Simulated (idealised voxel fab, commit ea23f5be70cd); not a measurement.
Title: Process Module voxel transistor to metal
The width of the displayed cross-section, cut, is 180 nm; its cells are square, with a size of 5 nm.
Cross-section = grid of square cells, listed top down in bands; band = one or more rows. Heads up on the band format: heights come first, top then bottom, in nm. After that it's the materials left to right, each with its width in nm. A single material flagged "throughout" fills the whole band edge to edge, and "blank" means there's empty space there. Beneath 0, the wafer as received is one material, and that level is where height counting begins. The lowest band goes on downward without a bottom; it is written like "top 0, no bottom". It should be noted that a width expressed as "30..40" varies in equal increments from row to row of cells within the band, taking the value of the first number at the top row and that of the second number at the bottom row. Key: "remained the same" - step with no changed cell in the cross-section. In "Sealed voids" the enclosed voids are listed, meaning empty spaces of 8 cells or larger without any opening to the top. The form is width x height at distance, distance from the left edge, units nm. If you see something after the settings on a step's line, that's the simulator's own remark about that step. The setting "overlay nm" may be written on the line of a step. When the step uses a mask, the value reports how far to the right of the planned place the mask lay, and a negative value reports that it lay to the left.

THESE ARE THE STEPS WE PLANNED FOR THE PROCESS
- 1: RECEIVE | material Si
- 2: CONFORMAL_DEP | material SiO2 | thk nm 5
- 3: CONFORMAL_DEP | material SiN | thk nm 10
- 4: DIRECTIONAL_DEP | material aC | thk nm 15
- 5: PATTERN | tone cover | mask id ACTIVE | material resist | width nm 120 | thk nm 30 | overlay nm 0
- 6: DIRECTIONAL_ETCH | etch materials aC | depth nm 15
- 7: STRIP | etch materials resist
- 8: DIRECTIONAL_ETCH | etch materials SiN | depth nm 10
- 9: DIRECTIONAL_ETCH | etch materials SiO2 | depth nm 5
- 10: DIRECTIONAL_ETCH | etch materials Si | depth nm 25
- 11: STRIP | etch materials aC
- 12: FILL_DEP | material SiO2 | thk nm 10
- 13: CMP | height nm 15
- 14: SELECTIVE_ETCH | etch materials SiO2 | depth nm 10
- 15: STRIP | etch materials SiN
- 16: SELECTIVE_ETCH | etch materials SiO2 | depth nm 5
- 17: OXIDIZE | depth nm 5
- 18: DIRECTIONAL_DEP | material polySi | thk nm 25
- 19: DIRECTIONAL_DEP | material SiCN | thk nm 15
- 20: DIRECTIONAL_DEP | material aC | thk nm 15
- 21: PATTERN | tone cover | mask id GATE | material resist | width nm 30 | thk nm 30 | overlay nm 0
- 22: DIRECTIONAL_ETCH | etch materials aC | depth nm 15
- 23: STRIP | etch materials resist
- 24: DIRECTIONAL_ETCH | etch materials SiCN | depth nm 25
- 25: DIRECTIONAL_ETCH | etch materials polySi | depth nm 35
- 26: STRIP | etch materials aC
- 27: CONFORMAL_DEP | material SiO2 | thk nm 5
- 28: DIRECTIONAL_ETCH | etch materials SiO2 | depth nm 5
- 29: CONFORMAL_DEP | material SiN | thk nm 5
- 30: DIRECTIONAL_ETCH | etch materials SiN | depth nm 5
- 31: DIRECTIONAL_ETCH | etch materials SiO2 | depth nm 5
- 32: EPI | material SiGe | thk nm 5
- 33: FILL_DEP | material SiO2 | thk nm 5
- 34: CMP | height nm 25
- 35: STRIP | etch materials polySi
- 36: SELECTIVE_ETCH | etch materials SiO2 | depth nm 5
- 37: CONFORMAL_DEP | material HfO2 | thk nm 5
- 38: CONFORMAL_DEP | material TiN | thk nm 5
- 39: FILL_DEP | material W | thk nm 10
- 40: CMP | height nm 20
- 41: DIRECTIONAL_DEP | material SiO2 | thk nm 15
- 42: PATTERN | tone open | mask id CONTACT | material resist | width nm 20 | pitch nm 80 | thk nm 15 | overlay nm 0
- 43: DIRECTIONAL_ETCH | etch materials SiO2 | depth nm 35
- 44: STRIP | etch materials resist
- 45: CONFORMAL_DEP | material TiN | thk nm 5
- 46: FILL_DEP | material W | thk nm 5
- 47: CMP | height nm 35
- 48: CONFORMAL_DEP | material SiN | thk nm 5
- 49: DIRECTIONAL_DEP | material lowk | thk nm 20
- 50: DIRECTIONAL_DEP | material aC | thk nm 15
- 51: PATTERN | tone open | mask id METAL_1 | material resist | width nm 20 | pitch nm 80 | thk nm 30 | overlay nm 0
- 52: DIRECTIONAL_ETCH | etch materials aC | depth nm 15
- 53: STRIP | etch materials resist
- 54: DIRECTIONAL_ETCH | etch materials lowk | depth nm 20
- 55: DIRECTIONAL_ETCH | etch materials SiN | depth nm 5
- 56: STRIP | etch materials aC
- 57: CONFORMAL_DEP | material TiN | thk nm 5
- 58: FILL_DEP | material Ru | thk nm 5
- 59: CMP | height nm 60
- 60: EPI | material Ru | thk nm 5
- 61: FILL_DEP | material SiCN | thk nm 5
- 62: DIRECTIONAL_DEP | material lowk | thk nm 35
- 63: MASKED_ETCH | tone open | mask id METAL_2_HOLES | width nm 15 | pitch nm 80 | etch materials lowk | depth nm 35 | overlay nm 0
- 64: PATTERN | tone open | mask id METAL_2 | material resist | width nm 20 | pitch nm 80 | thk nm 15 | overlay nm 0
- 65: DIRECTIONAL_ETCH | etch materials lowk | depth nm 20
- 66: DIRECTIONAL_ETCH | etch materials SiCN | depth nm 5
- 67: STRIP | etch materials resist
- 68: CONFORMAL_DEP | material TiN | thk nm 5
- 69: FILL_DEP | material Cu | thk nm 10
- 70: CMP | height nm 105
- 71: CONFORMAL_DEP | material SiCN | thk nm 5

INCOMING WAFER IN CROSS-SECTION (STATE: AFTER STEP 1)
	top 0, no bottom | Si throughout
	Sealed voids: none

END STATE OF THE MODULE IN CROSS-SECTION, GIVEN THE ABOVE STARTING POINT AND PLAN AND ONE MISTAKE IN EXECUTION
	top 110, bottom 105 | SiCN throughout
	top 105, bottom 90 | lowk: 40 | TiN: 5 | Cu: 10 | TiN: 5 | lowk: 60 | TiN: 5 | Cu: 10 | TiN: 5 | lowk: 40
	top 90, bottom 85 | lowk: 40 | TiN: 5 | Cu: 5 | TiN: 10 | lowk: 60 | TiN: 5 | Cu: 5 | TiN: 10 | lowk: 40
	top 85, bottom 70 | lowk: 40 | TiN: 5 | Cu: 5 | TiN: 5 | lowk: 65 | TiN: 5 | Cu: 5 | TiN: 5 | lowk: 45
	top 70, bottom 65 | SiCN: 40 | TiN: 15 | SiCN: 65 | TiN: 15 | SiCN: 45
	top 65, bottom 60 | SiCN: 35 | Ru: 30 | SiCN: 50 | Ru: 30 | SiCN: 35
	top 60, bottom 55 | SiN: 40 | TiN: 20 | SiN: 60 | TiN: 20 | SiN: 40
	top 55, bottom 35 | lowk throughout
	top 35, bottom 20 | SiO2: 40 | TiN: 5 | W: 10 | TiN: 5 | SiO2: 60 | TiN: 5 | W: 10 | TiN: 5 | SiO2: 40
	top 20, bottom 5 | SiO2: 40 | TiN: 5 | W: 10 | TiN: 5 | SiO2: 5 | SiN: 5 | HfO2: 5 | TiN: 5 | W: 20 | TiN: 5 | HfO2: 5 | SiN: 5 | SiO2: 5 | TiN: 5 | W: 10 | TiN: 5 | SiO2: 40
	top 5, bottom 0 | SiO2: 40 | TiN: 20 | SiO2: 5 | SiN: 5 | HfO2: 5 | TiN: 30 | HfO2: 5 | SiN: 5 | SiO2: 5 | TiN: 20 | SiO2: 40
	top 0, bottom -5 | SiO2: 25 | SiGe: 40 | SiO2: 5 | HfO2: 40 | SiO2: 5 | SiGe: 40 | SiO2: 25
	top -5, bottom -25 | SiO2: 30 | Si: 120 | SiO2: 30
	top -25, no bottom | Si throughout
	Sealed voids: none
The plan and the run diverged here: plan vs actual: 48 and 49 interchanged
